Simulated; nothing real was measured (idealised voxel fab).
Process module, titled voxel plated lines
The cross-section on display is named cut; it measures 265 nm wide, and its cells are 5 nm squares.
Think of the cross-section as a grid of square cells. We describe it in bands, top to bottom, and each band covers one or more rows of those cells. Band: top and bottom heights (nm) first, top before bottom; then materials from left to right, widths in nm. "full width" marks a sole material filling the band edge to edge. "empty" denotes empty space. Where do heights start? At 0: under that level the wafer as delivered is made of one material only. And the lowest band has no floor; it just carries on downward, as in "0 -> down". The width entry "30 to 40" should be interpreted row by row: the top row of cells in the band takes the first number, the bottom row takes the second number, and the change between adjacent rows is uniform throughout. Reading "nothing different" for a step: not a cell of the cross-section changed in it. If an empty space has no open way to the top and is at least 8 cells in size, "Enclosed cavity list" lists it, written width x height at distance, where distance is measured from the left edge and every value is in nm. after a step's settings: what the simulator itself notes on the step. The setting "overlay nm" may be written on the line of a step. When the step uses a mask, the value reports how far to the right of the planned place the mask lay, and a negative value reports that it lay to the left.
Process steps (planned)
1,RECEIVE [material Si]
2,CONFORMAL_DEP [material SiO2] [thk nm 5]
3,DIRECTIONAL_DEP [material TiN] [thk nm 5]
4,PATTERN [tone open] [mask id LINES] [material resist] [width nm 15] [pitch nm 40] [thk nm 25] [overlay nm 0]
5,EPI [material Ru] [thk nm 5]
6,EPI [material Ru] [thk nm 5]
7,STRIP [etch materials resist]
8,DIRECTIONAL_ETCH [etch materials TiN] [depth nm 5]
9,CONFORMAL_DEP [material SiCN] [thk nm 10]
The first of the two wafers, which ran as planned
Wafer cross-section on receipt, i.e. after step 1
  0 -> down: Si full width
  Enclosed cavity list: none
Cross-section: wafer state after step 2
  5 -> 0: SiO2 full width
  Under 0: no change, same as before.
Cross-section: wafer state after step 3
  10 -> 5: TiN full width
  Under 5: no change, same as before.
Cross-section: wafer state after step 4
  35 -> 10: resist: 105, empty: 15, resist: 25, empty: 15, resist: 105
  Under 10: no change, same as before.
Cross-section: wafer state after step 5
  35 -> 15: resist: 105, empty: 15, resist: 25, empty: 15, resist: 105
  15 -> 10: resist: 105, Ru: 15, resist: 25, Ru: 15, resist: 105
  Under 10: no change, same as before.
Cross-section: wafer state after step 6
  35 -> 20: resist: 105, empty: 15, resist: 25, empty: 15, resist: 105
  20 -> 10: resist: 105, Ru: 15, resist: 25, Ru: 15, resist: 105
  Under 10: no change, same as before.
Cross-section: wafer state after step 7
  20 -> 10: empty: 105, Ru: 15, empty: 25, Ru: 15, empty: 105
  Under 10: no change, same as before.
Cross-section: wafer state after step 8
  20 -> 10: empty: 105, Ru: 15, empty: 25, Ru: 15, empty: 105
  10 -> 5: empty: 105, TiN: 15, empty: 25, TiN: 15, empty: 105
  Under 5: no change, same as before.
Cross-section: wafer state after step 9
  30 -> 20: empty: 95, SiCN: 35, empty: 5, SiCN: 35, empty: 95
  20 -> 15: empty: 95, SiCN: 10, Ru: 15, SiCN: 10, empty: 5, SiCN: 10, Ru: 15, SiCN: 10, empty: 95
  15 -> 10: SiCN: 105, Ru: 15, SiCN: 25, Ru: 15, SiCN: 105
  10 -> 5: SiCN: 105, TiN: 15, SiCN: 25, TiN: 15, SiCN: 105
  Under 5: no change, same as before.
Second of two: same start, same plan, one run error; steps up to and including 3 match the first
Second wafer profile in section, at the moment step 4 of the plan was meant to be complete
  35 -> 10: resist: 105, empty: 20, resist: 20, empty: 20, resist: 100
  Under 10: no change, same as before.
Second wafer profile in section, at the moment step 5 of the plan was meant to be complete
  35 -> 15: resist: 105, empty: 20, resist: 20, empty: 20, resist: 100
  15 -> 10: resist: 105, Ru: 20, resist: 20, Ru: 20, resist: 100
  Under 10: no change, same as before.
Second wafer profile in section, at the moment step 6 of the plan was meant to be complete
  35 -> 20: resist: 105, empty: 20, resist: 20, empty: 20, resist: 100
  20 -> 10: resist: 105, Ru: 20, resist: 20, Ru: 20, resist: 100
  Under 10: no change, same as before.
Second wafer profile in section, at the moment step 7 of the plan was meant to be complete
  20 -> 10: empty: 105, Ru: 20, empty: 20, Ru: 20, empty: 100
  Under 10: no change, same as before.
Second wafer profile in section, at the moment step 8 of the plan was meant to be complete
  20 -> 10: empty: 105, Ru: 20, empty: 20, Ru: 20, empty: 100
  10 -> 5: empty: 105, TiN: 20, empty: 20, TiN: 20, empty: 100
  Under 5: no change, same as before.
Second wafer profile in section, at the moment step 9 of the plan was meant to be complete
  30 -> 20: empty: 95, SiCN: 80, empty: 90
  20 -> 15: empty: 95, SiCN: 10, Ru: 20, SiCN: 20, Ru: 20, SiCN: 10, empty: 90
  15 -> 10: SiCN: 105, Ru: 20, SiCN: 20, Ru: 20, SiCN: 100
  10 -> 5: SiCN: 105, TiN: 20, SiCN: 20, TiN: 20, SiCN: 100
  Under 5: no change, same as before.
Heads up, the wafer didn't run the way we planned it: step 4 did not use the planned setting and instead ran as PATTERN [tone open] [mask id LINES] [material resist] [width nm 20] [pitch nm 40] [thk nm 25] [overlay nm 0]
Bottom line after processing is that, in cells, the second wafer is up or down on some materials versus the first: Ru: 4 more; TiN: 2 more
